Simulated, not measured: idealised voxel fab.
Presented below is a process module, voxel self aligned vias.
The width of the displayed cross-section, cut, is 295 nm; its cells are square, with a size of 5 nm.
We lay out every cross-section as a grid of square cells and spell it out in bands from the top down, where one band means one or more rows of cells.
The band entry comprises the height of the band's top followed by the height of its bottom, expressed in nm, and subsequently the band's materials from left to right, each stated together with its width in nm. Where a single material is marked with the word "full width", that material fills the band from edge to edge. The word "empty" represents empty space.
We count height from 0. Below that, the starting wafer is all one material. The lowest band never ends at the bottom but goes on down; see "0 down" for how that is written.
A width such as "30 to 40" changes by the same amount from each row of cells to the next, from the band's top row to its bottom row.
A step reported as "no modification" is a step in which no cell of the cross-section changed.
Look at "Closed-off voids" for the closed voids: empty spaces with no open path to the top, sized 8 cells or up. Each is width x height at distance, distance from the left edge, all nm.
Note: text after step settings on the step line = simulator remark on that step.
The optional step-line setting "overlay nm" applies to steps with a mask and quantifies how far to the right of its planned location the mask lay, a negative value indicating leftward placement.

Listed below are the process steps as planned
1. RECEIVE (material Si)
2. CONFORMAL_DEP (material SiO2; thk nm 15)
3. CONFORMAL_DEP (material SiCN; thk nm 5)
4. DIRECTIONAL_DEP (material lowk; thk nm 25)
5. MASKED_ETCH (tone open; mask id LINES; width nm 20; pitch nm 70; etch materials lowk; depth nm 25; overlay nm 0)
6. CONFORMAL_DEP (material TiN; thk nm 5)
7. FILL_DEP (material W; thk nm 10)
8. CMP (height nm 45)
9. SELECTIVE_ETCH (etch materials W Ru TiN; depth nm 10)
10. FILL_DEP (material SiN; thk nm 5)
11. CMP (height nm 45)
12. DIRECTIONAL_DEP (material lowk; thk nm 20)
13. DIRECTIONAL_DEP (material aC; thk nm 15)
14. PATTERN (tone open; mask id VIAS; material resist; width nm 40; pitch nm 70; thk nm 35; overlay nm 0)
15. DIRECTIONAL_ETCH (etch materials aC; depth nm 15)
16. STRIP (etch materials resist)
17. DIRECTIONAL_ETCH (etch materials lowk; depth nm 20)
18. DIRECTIONAL_ETCH (etch materials SiN; depth nm 10)
19. STRIP (etch materials aC)
20. CONFORMAL_DEP (material TiN; thk nm 5)
21. FILL_DEP (material Cu; thk nm 10)
22. CMP (height nm 65)
23. CONFORMAL_DEP (material SiCN; thk nm 5)

So, the first of our two wafers, run just as we planned it

As-received state of the wafer in cross-section, equivalent to post-step 1
  0 down  Si full width
  Closed-off voids: none

Cross-section of the wafer subsequent to step 2
  15 to 0  SiO2 full width
  Anything lower than 0 is untouched.

Cross-section of the wafer subsequent to step 3
  20 to 15  SiCN full width
  Anything lower than 15 is untouched.

Cross-section of the wafer subsequent to step 4
  45 to 20  lowk full width
  Anything lower than 20 is untouched.

Cross-section of the wafer subsequent to step 5
  45 to 20  lowk (65) / empty (20) / lowk (50) / empty (20) / lowk (50) / empty (20) / lowk (70)
  Anything lower than 20 is untouched.

Cross-section of the wafer subsequent to step 6
  50 to 45  TiN (70) / empty (10) / TiN (60) / empty (10) / TiN (60) / empty (10) / TiN (75)
  45 to 25  lowk (65) / TiN (5) / empty (10) / TiN (5) / lowk (50) / TiN (5) / empty (10) / TiN (5) / lowk (50) / TiN (5) / empty (10) / TiN (5) / lowk (70)
  25 to 20  lowk (65) / TiN (20) / lowk (50) / TiN (20) / lowk (50) / TiN (20) / lowk (70)
  Anything lower than 20 is untouched.

Cross-section of the wafer subsequent to step 7
  60 to 50  W full width
  50 to 45  TiN (70) / W (10) / TiN (60) / W (10) / TiN (60) / W (10) / TiN (75)
  45 to 25  lowk (65) / TiN (5) / W (10) / TiN (5) / lowk (50) / TiN (5) / W (10) / TiN (5) / lowk (50) / TiN (5) / W (10) / TiN (5) / lowk (70)
  Anything lower than 25 is untouched.

Cross-section of the wafer subsequent to step 8
  45 to 25  lowk (65) / TiN (5) / W (10) / TiN (5) / lowk (50) / TiN (5) / W (10) / TiN (5) / lowk (50) / TiN (5) / W (10) / TiN (5) / lowk (70)
  Anything lower than 25 is untouched.

Cross-section of the wafer subsequent to step 9
  45 to 35  lowk (65) / empty (20) / lowk (50) / empty (20) / lowk (50) / empty (20) / lowk (70)
  Anything lower than 35 is untouched.

Cross-section of the wafer subsequent to step 10
  50 to 45  SiN full width
  45 to 35  lowk (65) / SiN (20) / lowk (50) / SiN (20) / lowk (50) / SiN (20) / lowk (70)
  Anything lower than 35 is untouched.

Cross-section of the wafer subsequent to step 11
  45 to 35  lowk (65) / SiN (20) / lowk (50) / SiN (20) / lowk (50) / SiN (20) / lowk (70)
  Anything lower than 35 is untouched.

Cross-section of the wafer subsequent to step 12
  65 to 45  lowk full width
  Anything lower than 45 is untouched.

Cross-section of the wafer subsequent to step 13
  80 to 65  aC full width
  Anything lower than 65 is untouched.

Cross-section of the wafer subsequent to step 14
  115 to 80  resist (55) / empty (40) / resist (30) / empty (40) / resist (30) / empty (40) / resist (60)
  Anything lower than 80 is untouched.

Cross-section of the wafer subsequent to step 15
  100 to 80  resist (55) / empty (40) / resist (30) / empty (40) / resist (30) / empty (40) / resist (60)
  80 to 65  aC (55) / empty (40) / aC (30) / empty (40) / aC (30) / empty (40) / aC (60)
  Anything lower than 65 is untouched.

Cross-section of the wafer subsequent to step 16
  80 to 65  aC (55) / empty (40) / aC (30) / empty (40) / aC (30) / empty (40) / aC (60)
  Anything lower than 65 is untouched.

Cross-section of the wafer subsequent to step 17
  80 to 65  aC (55) / empty (40) / aC (30) / empty (40) / aC (30) / empty (40) / aC (60)
  65 to 45  lowk (55) / empty (40) / lowk (30) / empty (40) / lowk (30) / empty (40) / lowk (60)
  Anything lower than 45 is untouched.

Cross-section of the wafer subsequent to step 18
  80 to 65  aC (55) / empty (40) / aC (30) / empty (40) / aC (30) / empty (40) / aC (60)
  65 to 45  lowk (55) / empty (40) / lowk (30) / empty (40) / lowk (30) / empty (40) / lowk (60)
  45 to 35  lowk (65) / empty (20) / lowk (50) / empty (20) / lowk (50) / empty (20) / lowk (70)
  Anything lower than 35 is untouched.

Cross-section of the wafer subsequent to step 19
  65 to 45  lowk (55) / empty (40) / lowk (30) / empty (40) / lowk (30) / empty (40) / lowk (60)
  Anything lower than 45 is untouched.

Cross-section of the wafer subsequent to step 20
  70 to 65  TiN (60) / empty (30) / TiN (40) / empty (30) / TiN (40) / empty (30) / TiN (65)
  65 to 50  lowk (55) / TiN (5) / empty (30) / TiN (5) / lowk (30) / TiN (5) / empty (30) / TiN (5) / lowk (30) / TiN (5) / empty (30) / TiN (5) / lowk (60)
  50 to 40  lowk (55 to 65) / TiN (15 to 5) / empty (10) / TiN (15 to 5) / lowk (30 to 50) / TiN (15 to 5) / empty (10) / TiN (15 to 5) / lowk (30 to 50) / TiN (15 to 5) / empty (10) / TiN (15 to 5) / lowk (60 to 70)
  40 to 35  lowk (65) / TiN (20) / lowk (50) / TiN (20) / lowk (50) / TiN (20) / lowk (70)
  Anything lower than 35 is untouched.

Cross-section of the wafer subsequent to step 21
  80 to 70  Cu full width
  70 to 65  TiN (60) / Cu (30) / TiN (40) / Cu (30) / TiN (40) / Cu (30) / TiN (65)
  65 to 50  lowk (55) / TiN (5) / Cu (30) / TiN (5) / lowk (30) / TiN (5) / Cu (30) / TiN (5) / lowk (30) / TiN (5) / Cu (30) / TiN (5) / lowk (60)
  50 to 40  lowk (55 to 65) / TiN (15 to 5) / Cu (10) / TiN (15 to 5) / lowk (30 to 50) / TiN (15 to 5) / Cu (10) / TiN (15 to 5) / lowk (30 to 50) / TiN (15 to 5) / Cu (10) / TiN (15 to 5) / lowk (60 to 70)
  Anything lower than 40 is untouched.

Cross-section of the wafer subsequent to step 22
  65 to 50  lowk (55) / TiN (5) / Cu (30) / TiN (5) / lowk (30) / TiN (5) / Cu (30) / TiN (5) / lowk (30) / TiN (5) / Cu (30) / TiN (5) / lowk (60)
  Anything lower than 50 is untouched.

Cross-section of the wafer subsequent to step 23
  70 to 65  SiCN full width
  Anything lower than 65 is untouched.

The second wafer was prepared from the same starting point and under the same plan as the first; its processing contained one mistake, and it remains indistinguishable from the first wafer up to and including step 2

Cross-sectional view of the second wafer at the intended end time of process step 3: no modification

Cross-sectional view of the second wafer at the intended end time of process step 4
  40 to 15  lowk full width
  Anything lower than 15 is untouched.

Cross-sectional view of the second wafer at the intended end time of process step 5
  40 to 15  lowk (65) / empty (20) / lowk (50) / empty (20) / lowk (50) / empty (20) / lowk (70)
  Anything lower than 15 is untouched.

Cross-sectional view of the second wafer at the intended end time of process step 6
  45 to 40  TiN (70) / empty (10) / TiN (60) / empty (10) / TiN (60) / empty (10) / TiN (75)
  40 to 20  lowk (65) / TiN (5) / empty (10) / TiN (5) / lowk (50) / TiN (5) / empty (10) / TiN (5) / lowk (50) / TiN (5) / empty (10) / TiN (5) / lowk (70)
  20 to 15  lowk (65) / TiN (20) / lowk (50) / TiN (20) / lowk (50) / TiN (20) / lowk (70)
  Anything lower than 15 is untouched.

Cross-sectional view of the second wafer at the intended end time of process step 7
  55 to 45  W full width
  45 to 40  TiN (70) / W (10) / TiN (60) / W (10) / TiN (60) / W (10) / TiN (75)
  40 to 20  lowk (65) / TiN (5) / W (10) / TiN (5) / lowk (50) / TiN (5) / W (10) / TiN (5) / lowk (50) / TiN (5) / W (10) / TiN (5) / lowk (70)
  Anything lower than 20 is untouched.

Cross-sectional view of the second wafer at the intended end time of process step 8
  45 to 40  TiN (70) / W (10) / TiN (60) / W (10) / TiN (60) / W (10) / TiN (75)
  Anything lower than 40 is untouched.

Cross-sectional view of the second wafer at the intended end time of process step 9
  40 to 35  lowk (65) / empty (20) / lowk (50) / empty (20) / lowk (50) / empty (20) / lowk (70)
  Anything lower than 35 is untouched.

Cross-sectional view of the second wafer at the intended end time of process step 10
  45 to 40  SiN full width
  40 to 35  lowk (65) / SiN (20) / lowk (50) / SiN (20) / lowk (50) / SiN (20) / lowk (70)
  Anything lower than 35 is untouched.

Cross-sectional view of the second wafer at the intended end time of process step 11: no modification

Cross-sectional view of the second wafer at the intended end time of process step 12
  65 to 45  lowk full width
  Anything lower than 45 is untouched.

Cross-sectional view of the second wafer at the intended end time of process step 13
  80 to 65  aC full width
  Anything lower than 65 is untouched.

Cross-sectional view of the second wafer at the intended end time of process step 14
  115 to 80  resist (55) / empty (40) / resist (30) / empty (40) / resist (30) / empty (40) / resist (60)
  Anything lower than 80 is untouched.

Cross-sectional view of the second wafer at the intended end time of process step 15
  100 to 80  resist (55) / empty (40) / resist (30) / empty (40) / resist (30) / empty (40) / resist (60)
  80 to 65  aC (55) / empty (40) / aC (30) / empty (40) / aC (30) / empty (40) / aC (60)
  Anything lower than 65 is untouched.

Cross-sectional view of the second wafer at the intended end time of process step 16
  80 to 65  aC (55) / empty (40) / aC (30) / empty (40) / aC (30) / empty (40) / aC (60)
  Anything lower than 65 is untouched.

Cross-sectional view of the second wafer at the intended end time of process step 17
  80 to 65  aC (55) / empty (40) / aC (30) / empty (40) / aC (30) / empty (40) / aC (60)
  65 to 45  lowk (55) / empty (40) / lowk (30) / empty (40) / lowk (30) / empty (40) / lowk (60)
  Anything lower than 45 is untouched.

Cross-sectional view of the second wafer at the intended end time of process step 18
  80 to 65  aC (55) / empty (40) / aC (30) / empty (40) / aC (30) / empty (40) / aC (60)
  65 to 45  lowk (55) / empty (40) / lowk (30) / empty (40) / lowk (30) / empty (40) / lowk (60)
  45 to 40  SiN (55) / empty (40) / SiN (30) / empty (40) / SiN (30) / empty (40) / SiN (60)
  40 to 35  lowk (65) / empty (20) / lowk (50) / empty (20) / lowk (50) / empty (20) / lowk (70)
  Anything lower than 35 is untouched.

Cross-sectional view of the second wafer at the intended end time of process step 19
  65 to 45  lowk (55) / empty (40) / lowk (30) / empty (40) / lowk (30) / empty (40) / lowk (60)
  Anything lower than 45 is untouched.

Cross-sectional view of the second wafer at the intended end time of process step 20
  70 to 65  TiN (60) / empty (30) / TiN (40) / empty (30) / TiN (40) / empty (30) / TiN (65)
  65 to 45  lowk (55) / TiN (5) / empty (30) / TiN (5) / lowk (30) / TiN (5) / empty (30) / TiN (5) / lowk (30) / TiN (5) / empty (30) / TiN (5) / lowk (60)
  45 to 40  SiN (55) / TiN (15) / empty (10) / TiN (15) / SiN (30) / TiN (15) / empty (10) / TiN (15) / SiN (30) / TiN (15) / empty (10) / TiN (15) / SiN (60)
  40 to 35  lowk (65) / TiN (20) / lowk (50) / TiN (20) / lowk (50) / TiN (20) / lowk (70)
  Anything lower than 35 is untouched.

Cross-sectional view of the second wafer at the intended end time of process step 21
  80 to 70  Cu full width
  70 to 65  TiN (60) / Cu (30) / TiN (40) / Cu (30) / TiN (40) / Cu (30) / TiN (65)
  65 to 45  lowk (55) / TiN (5) / Cu (30) / TiN (5) / lowk (30) / TiN (5) / Cu (30) / TiN (5) / lowk (30) / TiN (5) / Cu (30) / TiN (5) / lowk (60)
  45 to 40  SiN (55) / TiN (15) / Cu (10) / TiN (15) / SiN (30) / TiN (15) / Cu (10) / TiN (15) / SiN (30) / TiN (15) / Cu (10) / TiN (15) / SiN (60)
  Anything lower than 40 is untouched.

Cross-sectional view of the second wafer at the intended end time of process step 22
  65 to 45  lowk (55) / TiN (5) / Cu (30) / TiN (5) / lowk (30) / TiN (5) / Cu (30) / TiN (5) / lowk (30) / TiN (5) / Cu (30) / TiN (5) / lowk (60)
  Anything lower than 45 is untouched.

Cross-sectional view of the second wafer at the intended end time of process step 23
  70 to 65  SiCN full width
  Anything lower than 65 is untouched.
Want to know what went wrong? step 3 in the plan did not get run; it was skipped
FYI, end of process, the second wafer has more or fewer cells of some materials than the first: Cu +12 | SiCN -59 | SiN +35 | TiN +6 | W +6
